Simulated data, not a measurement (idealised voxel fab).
You're looking at the process module voxel released beams.
Each square cell in cross-section cut measures 5 nm, and the section as a whole is 215 nm wide.
Cross-section, as written here: a square-cell grid given band by band from the top down, where a band holds one or more rows of cells.
Within each band entry, the heights of the top and of the bottom of the band appear first, in that order and in nm; the materials of the band then follow from left to right, each with its corresponding width in nm. The designation "edge to edge" on a single material indicates that it fills the band from edge to edge; the designation "blank" indicates empty space.
Height is counted from the level 0, under which the received wafer is composed throughout of one material. The lowest of the bands is not closed at the bottom but continues downward, in the notation "top 0, no bottom".
So if you see something like "30..40" for the width, read it as the top row of the band sitting at the first number and the bottom row at the second, with every row in between moving by the same amount as the last.
Where the words "remains unaltered" appear for a step, the cross-section shows no cell changed by that step; every cell remained as before.
"Sealed void inventory" contains a list of empty spaces, each no smaller than 8 cells and without an open way to the top, written in the form width x height at distance with the distance from the left edge and all three in nm.
Heads up: the bit after the settings on a step's line is the simulator's remark on that step.
Each step line may optionally specify "overlay nm", which for a step with a mask gives the rightward distance between the mask's planned place and where it lay, a negative value indicating the leftward direction.

The steps planned for the process are as follows
step 1: RECEIVE | material Si
step 2: CONFORMAL_DEP | material Al2O3 | thk nm 5
step 3: DIRECTIONAL_DEP | material SiO2 | thk nm 10
step 4: PATTERN | tone open | mask id ANCHOR | material resist | width nm 45 | thk nm 20 | overlay nm 0
step 5: DIRECTIONAL_ETCH | etch materials SiO2 | depth nm 10
step 6: STRIP | etch materials resist
step 7: CONFORMAL_DEP | material W | thk nm 15
step 8: MASKED_ETCH | tone cover | mask id BEAM | width nm 130 | etch materials W | depth nm 15 | overlay nm 0
step 9: STRIP | etch materials SiO2

Delivered wafer in cross-section: state after step 1
top 0, no bottom  Si edge to edge
Sealed void inventory: none

As-planned run: cross-section of the first of two wafers at end of module
top 30, bottom 20  40 of blank, 20 of W, 15 of blank, 95 of W, 45 of blank
top 20, bottom 15  40 of blank, 130 of W, 45 of blank
top 15, bottom 5  45 of blank, 45 of W, 125 of blank
top 5, bottom 0  Al2O3 edge to edge
top 0, no bottom  Si edge to edge
Sealed void inventory: none

End of module, second wafer, cross-section. Started like the first, planned like the first, run with one mistake
top 30, bottom 20  40 of blank, 65 of W, 110 of blank
top 20, bottom 15  40 of blank, 130 of W, 45 of blank
top 15, bottom 5  30 of blank, 15 of W, 45 of SiO2, 80 of W, 45 of blank
top 5, bottom 0  Al2O3 edge to edge
top 0, no bottom  Si edge to edge
Sealed void inventory: none
What went wrong in running the wafer? step 4 changed vs plan, executed as PATTERN | tone cover | mask id ANCHOR | material resist | width nm 45 | thk nm 20 | overlay nm 0
Final cells, second wafer relative to first, materials higher or lower: 18 more of SiO2
